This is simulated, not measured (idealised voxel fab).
The name of this process module is voxel transistor to metal.
In the cross-section labelled cut, the width is 260 nm and each square cell is 5 nm.
A cross-section in this document is a grid of square cells, and it is written down as bands, the top band listed before the ones below it; a band is made up of one or more rows of cells. A band entry consists of two parts. The first gives the height of the band's top and the height of its bottom, in nm. The rest lists the band's materials from left to right, each with its width in nm. A single material labelled with the word "throughout" fills the band from edge to edge, and the word "blank" marks empty space. Heights from 0 (as-received wafer is one material below). Bottom band endless downward, as "0 nm and below". Quick explanation for "30..40": the width changes in equal steps down the rows of cells, from the first number in the band's top row to the second number in its bottom row. No cell of the cross-section changed in a step that is given as "no modification". Entry "Closed void register". Content: empty spaces with no open connection to the top, size 8 cells or greater. Each: width x height at distance. Distance: from left edge. Unit: nm. Post-settings text on a step line: simulator's own remark regarding the step. overlay nm: mask right of planned place by this much (step with mask). Neg. = left. Heads up before you read on: it's before/after pairs around one process step each, after side only down to the lowest band that changed, step plus settings under the pair. Pairs can be from different runs of this module, same starting wafer, so only chain a pair onto the one above if its "Before processing step" entry says so.
## Before processing step
50 nm to 35 nm  TiN throughout
35 nm to 20 nm  SiO2 50; SiN 5; SiCN 25; SiN 5; SiO2 90; SiN 5; SiCN 25; SiN 5; SiO2 50
20 nm to 5 nm  SiO2 50; SiN 5; polySi 25; SiN 5; SiO2 90; SiN 5; polySi 25; SiN 5; SiO2 50
5 nm to 0 nm  SiO2 35; SiGe 15; SiN 5; polySi 25; SiN 5; SiGe 15; SiO2 60; SiGe 15; SiN 5; polySi 25; SiN 5; SiGe 15; SiO2 35
0 nm to -5 nm  SiO2 15; SiN 5; SiO2 15; SiGe 15; SiN 5; polySi 25; SiN 5; SiGe 15; SiO2 15; SiN 5; SiO2 20; SiN 5; SiO2 15; SiGe 15; SiN 5; polySi 25; SiN 5; SiGe 15; SiO2 15; SiN 5; SiO2 15
-5 nm to -10 nm  SiO2 35; SiGe 15; SiO2 35; SiGe 15; SiO2 60; SiGe 15; SiO2 35; SiGe 15; SiO2 35
-10 nm to -25 nm  SiO2 25; SiGe 25; Si 35; SiGe 25; SiO2 40; SiGe 25; Si 35; SiGe 25; SiO2 25
-25 nm to -40 nm  SiO2 25; Si 85; SiO2 40; Si 85; SiO2 25
-40 nm and below  Si throughout
Closed void register: none
## Cross-Section Thereafter
55 nm to 35 nm  TiN throughout
Below a height of 35, the structure has not been altered.
Closed void register: none
The structure goes from the before cross-section above to the after cross-section through CONFORMAL_DEP,material TiN,thk nm 5
Before processing step: This step starts from the configuration shown after the step in the pair immediately above.
## Cross-Section Thereafter
60 nm to 55 nm  W throughout
Below a height of 55, the structure has not been altered.
Closed void register: none
The structure goes from the before cross-section above to the after cross-section through FILL_DEP,material W,thk nm 5
Before processing step: This step starts from the configuration shown after the step in the pair immediately above.
## Cross-Section Thereafter
50 nm to 35 nm  TiN throughout
Below a height of 35, the structure has not been altered.
Closed void register: none
The structure goes from the before cross-section above to the after cross-section through CMP,height nm 50
Before processing step: This step starts from the configuration shown after the step in the pair immediately above.
## Cross-Section Thereafter
55 nm to 50 nm  SiN throughout
Below a height of 50, the structure has not been altered.
Closed void register: none
The structure goes from the before cross-section above to the after cross-section through CONFORMAL_DEP,material SiN,thk nm 5
Before processing step: This step starts from the configuration shown after the step in the pair immediately above.
## Cross-Section Thereafter
70 nm to 55 nm  SiO2 throughout
Below a height of 55, the structure has not been altered.
Closed void register: none
The structure goes from the before cross-section above to the after cross-section through DIRECTIONAL_DEP,material SiO2,thk nm 15
Before processing step: This step starts from the configuration shown after the step in the pair immediately above.
## Cross-Section Thereafter
85 nm to 70 nm  aC throughout
Below a height of 70, the structure has not been altered.
Closed void register: none
The structure goes from the before cross-section above to the after cross-section through DIRECTIONAL_DEP,material aC,thk nm 15
Before processing step: This step starts from the configuration shown after the step in the pair immediately above.
## Cross-Section Thereafter
115 nm to 85 nm  resist 25; blank 15; resist 55; blank 15; resist 40; blank 15; resist 55; blank 15; resist 25
Below a height of 85, the structure has not been altered.
Closed void register: none
The structure goes from the before cross-section above to the after cross-section through PATTERN,tone open,mask id METAL_1,material resist,width nm 15,thk nm 30,overlay nm 0
Before processing step: This step starts from the configuration shown after the step in the pair immediately above.
## Cross-Section Thereafter
100 nm to 85 nm  resist 25; blank 15; resist 55; blank 15; resist 40; blank 15; resist 55; blank 15; resist 25
85 nm to 70 nm  aC 25; blank 15; aC 55; blank 15; aC 40; blank 15; aC 55; blank 15; aC 25
Below a height of 70, the structure has not been altered.
Closed void register: none
The structure goes from the before cross-section above to the after cross-section through DIRECTIONAL_ETCH,etch materials aC,depth nm 15
Before processing step: This step starts from the configuration shown after the step in the pair immediately above.
## Cross-Section Thereafter
85 nm to 70 nm  aC 25; blank 15; aC 55; blank 15; aC 40; blank 15; aC 55; blank 15; aC 25
Below a height of 70, the structure has not been altered.
Closed void register: none
The structure goes from the before cross-section above to the after cross-section through STRIP,etch materials resist
Before processing step: This step starts from the configuration shown after the step in the pair immediately above.
## Cross-Section Thereafter
85 nm to 70 nm  aC 25; blank 15; aC 55; blank 15; aC 40; blank 15; aC 55; blank 15; aC 25
70 nm to 55 nm  SiO2 25; blank 15; SiO2 55; blank 15; SiO2 40; blank 15; SiO2 55; blank 15; SiO2 25
Below a height of 55, the structure has not been altered.
Closed void register: none
The structure goes from the before cross-section above to the after cross-section through DIRECTIONAL_ETCH,etch materials SiO2,depth nm 15
Before processing step: This step starts from the configuration shown after the step in the pair immediately above.
## Cross-Section Thereafter
85 nm to 70 nm  aC 25; blank 15; aC 55; blank 15; aC 40; blank 15; aC 55; blank 15; aC 25
70 nm to 55 nm  SiO2 25; blank 15; SiO2 55; blank 15; SiO2 40; blank 15; SiO2 55; blank 15; SiO2 25
55 nm to 50 nm  SiN 25; blank 15; SiN 55; blank 15; SiN 40; blank 15; SiN 55; blank 15; SiN 25
Below a height of 50, the structure has not been altered.
Closed void register: none
The structure goes from the before cross-section above to the after cross-section through DIRECTIONAL_ETCH,etch materials SiN,depth nm 5
Before processing step: This step starts from the configuration shown after the step in the pair immediately above.
## Cross-Section Thereafter
70 nm to 55 nm  SiO2 25; blank 15; SiO2 55; blank 15; SiO2 40; blank 15; SiO2 55; blank 15; SiO2 25
Below a height of 55, the structure has not been altered.
Closed void register: none
The structure goes from the before cross-section above to the after cross-section through STRIP,etch materials aC
Before processing step: This step starts from the configuration shown after the step in the pair immediately above.
## Cross-Section Thereafter
75 nm to 70 nm  TiN 30; blank 5; TiN 65; blank 5; TiN 50; blank 5; TiN 65; blank 5; TiN 30
70 nm to 55 nm  SiO2 25; TiN 5; blank 5; TiN 5; SiO2 55; TiN 5; blank 5; TiN 5; SiO2 40; TiN 5; blank 5; TiN 5; SiO2 55; TiN 5; blank 5; TiN 5; SiO2 25
55 nm to 50 nm  SiN 25; TiN 15; SiN 55; TiN 15; SiN 40; TiN 15; SiN 55; TiN 15; SiN 25
Below a height of 50, the structure has not been altered.
Closed void register: none
The structure goes from the before cross-section above to the after cross-section through CONFORMAL_DEP,material TiN,thk nm 5
Before processing step: This step starts from the configuration shown after the step in the pair immediately above.
## Cross-Section Thereafter
85 nm to 75 nm  Cu throughout
75 nm to 70 nm  TiN 30; Cu 5; TiN 65; Cu 5; TiN 50; Cu 5; TiN 65; Cu 5; TiN 30
70 nm to 55 nm  SiO2 25; TiN 5; Cu 5; TiN 5; SiO2 55; TiN 5; Cu 5; TiN 5; SiO2 40; TiN 5; Cu 5; TiN 5; SiO2 55; TiN 5; Cu 5; TiN 5; SiO2 25
Below a height of 55, the structure has not been altered.
Closed void register: none
The structure goes from the before cross-section above to the after cross-section through FILL_DEP,material Cu,thk nm 10
Before processing step: This step starts from the configuration shown after the step in the pair immediately above.
## Cross-Section Thereafter
70 nm to 55 nm  SiO2 25; TiN 5; Cu 5; TiN 5; SiO2 55; TiN 5; Cu 5; TiN 5; SiO2 40; TiN 5; Cu 5; TiN 5; SiO2 55; TiN 5; Cu 5; TiN 5; SiO2 25
Below a height of 55, the structure has not been altered.
Closed void register: none
The structure goes from the before cross-section above to the after cross-section through CMP,height nm 70
Before processing step: This step starts from the configuration shown after the step in the pair immediately above.
## Cross-Section Thereafter
75 nm to 70 nm  SiN throughout
Below a height of 70, the structure has not been altered.
Closed void register: none
The structure goes from the before cross-section above to the after cross-section through CONFORMAL_DEP,material SiN,thk nm 5
## Before processing step
50 nm to 35 nm  SiO2 throughout
35 nm to 20 nm  SiO2 50; SiN 5; SiCN 25; SiN 5; SiO2 90; SiN 5; SiCN 25; SiN 5; SiO2 50
20 nm to 5 nm  SiO2 50; SiN 5; polySi 25; SiN 5; SiO2 90; SiN 5; polySi 25; SiN 5; SiO2 50
5 nm to 0 nm  SiO2 35; SiGe 15; SiN 5; polySi 25; SiN 5; SiGe 15; SiO2 60; SiGe 15; SiN 5; polySi 25; SiN 5; SiGe 15; SiO2 35
0 nm to -5 nm  SiO2 15; SiN 5; SiO2 15; SiGe 15; SiN 5; polySi 25; SiN 5; SiGe 15; SiO2 15; SiN 5; SiO2 20; SiN 5; SiO2 15; SiGe 15; SiN 5; polySi 25; SiN 5; SiGe 15; SiO2 15; SiN 5; SiO2 15
-5 nm to -10 nm  SiO2 35; SiGe 15; SiO2 35; SiGe 15; SiO2 60; SiGe 15; SiO2 35; SiGe 15; SiO2 35
-10 nm to -25 nm  SiO2 25; SiGe 25; Si 35; SiGe 25; SiO2 40; SiGe 25; Si 35; SiGe 25; SiO2 25
-25 nm to -40 nm  SiO2 25; Si 85; SiO2 40; Si 85; SiO2 25
-40 nm and below  Si throughout
Closed void register: none
## Cross-Section Thereafter
50 nm to 35 nm  blank 25; SiO2 25; blank 35; SiO2 25; blank 40; SiO2 25; blank 35; SiO2 25; blank 25
35 nm to 20 nm  blank 25; SiO2 25; SiN 5; SiCN 25; SiN 5; SiO2 25; blank 40; SiO2 25; SiN 5; SiCN 25; SiN 5; SiO2 25; blank 25
20 nm to 5 nm  blank 25; SiO2 25; SiN 5; polySi 25; SiN 5; SiO2 25; blank 40; SiO2 25; SiN 5; polySi 25; SiN 5; SiO2 25; blank 25
5 nm to 0 nm  blank 25; SiO2 10; SiGe 15; SiN 5; polySi 25; SiN 5; SiGe 15; SiO2 10; blank 40; SiO2 10; SiGe 15; SiN 5; polySi 25; SiN 5; SiGe 15; SiO2 10; blank 25
0 nm to -5 nm  blank 15; SiN 5; blank 5; SiO2 10; SiGe 15; SiN 5; polySi 25; SiN 5; SiGe 15; SiO2 10; blank 5; SiN 5; blank 20; SiN 5; blank 5; SiO2 10; SiGe 15; SiN 5; polySi 25; SiN 5; SiGe 15; SiO2 10; blank 5; SiN 5; blank 15
-5 nm to -10 nm  blank 15; SiO2 5; blank 5; SiO2 10; SiGe 15; SiO2 35; SiGe 15; SiO2 10; blank 5; SiO2 5; blank 20; SiO2 5; blank 5; SiO2 10; SiGe 15; SiO2 35; SiGe 15; SiO2 10; blank 5; SiO2 5; blank 15
Below a height of -10, the structure has not been altered.
Closed void register: none
The structure goes from the before cross-section above to the after cross-section through MASKED_ETCH,tone cover,mask id CONTACT,width nm 25,etch materials SiO2,depth nm 60,overlay nm 0
Before processing step: This step starts from the configuration shown after the step in the pair immediately above.
## Cross-Section Thereafter
55 nm to 50 nm  blank 20; TiN 35; blank 25; TiN 35; blank 30; TiN 35; blank 25; TiN 35; blank 20
50 nm to 40 nm  blank 20; TiN 5; SiO2 25; TiN 5; blank 25; TiN 5; SiO2 25; TiN 5; blank 30; TiN 5; SiO2 25; TiN 5; blank 25; TiN 5; SiO2 25; TiN 5; blank 20
40 nm to 35 nm  blank 20; TiN 5; SiO2 25; TiN 35; SiO2 25; TiN 5; blank 30; TiN 5; SiO2 25; TiN 35; SiO2 25; TiN 5; blank 20
35 nm to 20 nm  blank 20; TiN 5; SiO2 25; SiN 5; SiCN 25; SiN 5; SiO2 25; TiN 5; blank 30; TiN 5; SiO2 25; SiN 5; SiCN 25; SiN 5; SiO2 25; TiN 5; blank 20
20 nm to 5 nm  blank 20; TiN 5; SiO2 25; SiN 5; polySi 25; SiN 5; SiO2 25; TiN 5; blank 30; TiN 5; SiO2 25; SiN 5; polySi 25; SiN 5; SiO2 25; TiN 5; blank 20
5 nm to 0 nm  blank 10; TiN 15; SiO2 10; SiGe 15; SiN 5; polySi 25; SiN 5; SiGe 15; SiO2 10; TiN 15; blank 10; TiN 15; SiO2 10; SiGe 15; SiN 5; polySi 25; SiN 5; SiGe 15; SiO2 10; TiN 15; blank 10
0 nm to -5 nm  blank 10; TiN 5; SiN 5; TiN 5; SiO2 10; SiGe 15; SiN 5; polySi 25; SiN 5; SiGe 15; SiO2 10; TiN 5; SiN 5; TiN 5; blank 10; TiN 5; SiN 5; TiN 5; SiO2 10; SiGe 15; SiN 5; polySi 25; SiN 5; SiGe 15; SiO2 10; TiN 5; SiN 5; TiN 5; blank 10
-5 nm to -10 nm  TiN 15; SiO2 5; TiN 5; SiO2 10; SiGe 15; SiO2 35; SiGe 15; SiO2 10; TiN 5; SiO2 5; TiN 20; SiO2 5; TiN 5; SiO2 10; SiGe 15; SiO2 35; SiGe 15; SiO2 10; TiN 5; SiO2 5; TiN 15
Below a height of -10, the structure has not been altered.
Closed void register: none
The structure goes from the before cross-section above to the after cross-section through CONFORMAL_DEP,material TiN,thk nm 5
Before processing step: This step starts from the configuration shown after the step in the pair immediately above.
## Cross-Section Thereafter
60 nm to 55 nm  W throughout
55 nm to 50 nm  W 20; TiN 35; W 25; TiN 35; W 30; TiN 35; W 25; TiN 35; W 20
50 nm to 40 nm  W 20; TiN 5; SiO2 25; TiN 5; W 25; TiN 5; SiO2 25; TiN 5; W 30; TiN 5; SiO2 25; TiN 5; W 25; TiN 5; SiO2 25; TiN 5; W 20
40 nm to 35 nm  W 20; TiN 5; SiO2 25; TiN 35; SiO2 25; TiN 5; W 30; TiN 5; SiO2 25; TiN 35; SiO2 25; TiN 5; W 20
35 nm to 20 nm  W 20; TiN 5; SiO2 25; SiN 5; SiCN 25; SiN 5; SiO2 25; TiN 5; W 30; TiN 5; SiO2 25; SiN 5; SiCN 25; SiN 5; SiO2 25; TiN 5; W 20
20 nm to 5 nm  W 20; TiN 5; SiO2 25; SiN 5; polySi 25; SiN 5; SiO2 25; TiN 5; W 30; TiN 5; SiO2 25; SiN 5; polySi 25; SiN 5; SiO2 25; TiN 5; W 20
5 nm to 0 nm  W 10; TiN 15; SiO2 10; SiGe 15; SiN 5; polySi 25; SiN 5; SiGe 15; SiO2 10; TiN 15; W 10; TiN 15; SiO2 10; SiGe 15; SiN 5; polySi 25; SiN 5; SiGe 15; SiO2 10; TiN 15; W 10
0 nm to -5 nm  W 10; TiN 5; SiN 5; TiN 5; SiO2 10; SiGe 15; SiN 5; polySi 25; SiN 5; SiGe 15; SiO2 10; TiN 5; SiN 5; TiN 5; W 10; TiN 5; SiN 5; TiN 5; SiO2 10; SiGe 15; SiN 5; polySi 25; SiN 5; SiGe 15; SiO2 10; TiN 5; SiN 5; TiN 5; W 10
Below a height of -5, the structure has not been altered.
Closed void register: none
The structure goes from the before cross-section above to the after cross-section through FILL_DEP,material W,thk nm 5
Before processing step: This step starts from the configuration shown after the step in the pair immediately above.
## Cross-Section Thereafter
50 nm to 40 nm  W 20; TiN 5; SiO2 25; TiN 5; W 25; TiN 5; SiO2 25; TiN 5; W 30; TiN 5; SiO2 25; TiN 5; W 25; TiN 5; SiO2 25; TiN 5; W 20
Below a height of 40, the structure has not been altered.
Closed void register: none
The structure goes from the before cross-section above to the after cross-section through CMP,height nm 50
Before processing step: This step starts from the configuration shown after the step in the pair immediately above.
## Cross-Section Thereafter
55 nm to 50 nm  SiN throughout
Below a height of 50, the structure has not been altered.
Closed void register: none
The structure goes from the before cross-section above to the after cross-section through CONFORMAL_DEP,material SiN,thk nm 5
Before processing step: This step starts from the configuration shown after the step in the pair immediately above.
## Cross-Section Thereafter
70 nm to 55 nm  SiO2 throughout
Below a height of 55, the structure has not been altered.
Closed void register: none
The structure goes from the before cross-section above to the after cross-section through DIRECTIONAL_DEP,material SiO2,thk nm 15
Before processing step: This step starts from the configuration shown after the step in the pair immediately above.
## Cross-Section Thereafter
85 nm to 70 nm  aC throughout
Below a height of 70, the structure has not been altered.
Closed void register: none
The structure goes from the before cross-section above to the after cross-section through DIRECTIONAL_DEP,material aC,thk nm 15
Before processing step: This step starts from the configuration shown after the step in the pair immediately above.
## Cross-Section Thereafter
115 nm to 85 nm  resist 25; blank 15; resist 55; blank 15; resist 40; blank 15; resist 55; blank 15; resist 25
Below a height of 85, the structure has not been altered.
Closed void register: none
The structure goes from the before cross-section above to the after cross-section through PATTERN,tone open,mask id METAL_1,material resist,width nm 15,thk nm 30,overlay nm 0
Before processing step: This step starts from the configuration shown after the step in the pair immediately above.
## Cross-Section Thereafter
100 nm to 85 nm  resist 25; blank 15; resist 55; blank 15; resist 40; blank 15; resist 55; blank 15; resist 25
85 nm to 70 nm  aC 25; blank 15; aC 55; blank 15; aC 40; blank 15; aC 55; blank 15; aC 25
Below a height of 70, the structure has not been altered.
Closed void register: none
The structure goes from the before cross-section above to the after cross-section through DIRECTIONAL_ETCH,etch materials aC,depth nm 15
Before processing step: This step starts from the configuration shown after the step in the pair immediately above.
## Cross-Section Thereafter
85 nm to 70 nm  aC 25; blank 15; aC 55; blank 15; aC 40; blank 15; aC 55; blank 15; aC 25
Below a height of 70, the structure has not been altered.
Closed void register: none
The structure goes from the before cross-section above to the after cross-section through STRIP,etch materials resist
Before processing step: This step starts from the configuration shown after the step in the pair immediately above.
## Cross-Section Thereafter
85 nm to 70 nm  aC 25; blank 15; aC 55; blank 15; aC 40; blank 15; aC 55; blank 15; aC 25
70 nm to 55 nm  SiO2 25; blank 15; SiO2 55; blank 15; SiO2 40; blank 15; SiO2 55; blank 15; SiO2 25
Below a height of 55, the structure has not been altered.
Closed void register: none
The structure goes from the before cross-section above to the after cross-section through DIRECTIONAL_ETCH,etch materials SiO2,depth nm 15
Before processing step: This step starts from the configuration shown after the step in the pair immediately above.
## Cross-Section Thereafter
85 nm to 70 nm  aC 25; blank 15; aC 55; blank 15; aC 40; blank 15; aC 55; blank 15; aC 25
70 nm to 55 nm  SiO2 25; blank 15; SiO2 55; blank 15; SiO2 40; blank 15; SiO2 55; blank 15; SiO2 25
55 nm to 50 nm  SiN 25; blank 15; SiN 55; blank 15; SiN 40; blank 15; SiN 55; blank 15; SiN 25
Below a height of 50, the structure has not been altered.
Closed void register: none
The structure goes from the before cross-section above to the after cross-section through DIRECTIONAL_ETCH,etch materials SiN,depth nm 5
Before processing step: This step starts from the configuration shown after the step in the pair immediately above.
## Cross-Section Thereafter
70 nm to 55 nm  SiO2 25; blank 15; SiO2 55; blank 15; SiO2 40; blank 15; SiO2 55; blank 15; SiO2 25
Below a height of 55, the structure has not been altered.
Closed void register: none
The structure goes from the before cross-section above to the after cross-section through STRIP,etch materials aC
Before processing step: This step starts from the configuration shown after the step in the pair immediately above.
## Cross-Section Thereafter
75 nm to 70 nm  TiN 30; blank 5; TiN 65; blank 5; TiN 50; blank 5; TiN 65; blank 5; TiN 30
70 nm to 55 nm  SiO2 25; TiN 5; blank 5; TiN 5; SiO2 55; TiN 5; blank 5; TiN 5; SiO2 40; TiN 5; blank 5; TiN 5; SiO2 55; TiN 5; blank 5; TiN 5; SiO2 25
55 nm to 50 nm  SiN 25; TiN 15; SiN 55; TiN 15; SiN 40; TiN 15; SiN 55; TiN 15; SiN 25
Below a height of 50, the structure has not been altered.
Closed void register: none
The structure goes from the before cross-section above to the after cross-section through CONFORMAL_DEP,material TiN,thk nm 5
Before processing step: This step starts from the configuration shown after the step in the pair immediately above.
## Cross-Section Thereafter
85 nm to 75 nm  Cu throughout
75 nm to 70 nm  TiN 30; Cu 5; TiN 65; Cu 5; TiN 50; Cu 5; TiN 65; Cu 5; TiN 30
70 nm to 55 nm  SiO2 25; TiN 5; Cu 5; TiN 5; SiO2 55; TiN 5; Cu 5; TiN 5; SiO2 40; TiN 5; Cu 5; TiN 5; SiO2 55; TiN 5; Cu 5; TiN 5; SiO2 25
Below a height of 55, the structure has not been altered.
Closed void register: none
The structure goes from the before cross-section above to the after cross-section through FILL_DEP,material Cu,thk nm 10
Before processing step: This step starts from the configuration shown after the step in the pair immediately above.
## Cross-Section Thereafter
70 nm to 55 nm  SiO2 25; TiN 5; Cu 5; TiN 5; SiO2 55; TiN 5; Cu 5; TiN 5; SiO2 40; TiN 5; Cu 5; TiN 5; SiO2 55; TiN 5; Cu 5; TiN 5; SiO2 25
Below a height of 55, the structure has not been altered.
Closed void register: none
The structure goes from the before cross-section above to the after cross-section through CMP,height nm 70
Before processing step: This step starts from the configuration shown after the step in the pair immediately above.
## Cross-Section Thereafter
75 nm to 70 nm  SiN throughout
Below a height of 70, the structure has not been altered.
Closed void register: none
The structure goes from the before cross-section above to the after cross-section through CONFORMAL_DEP,material SiN,thk nm 5
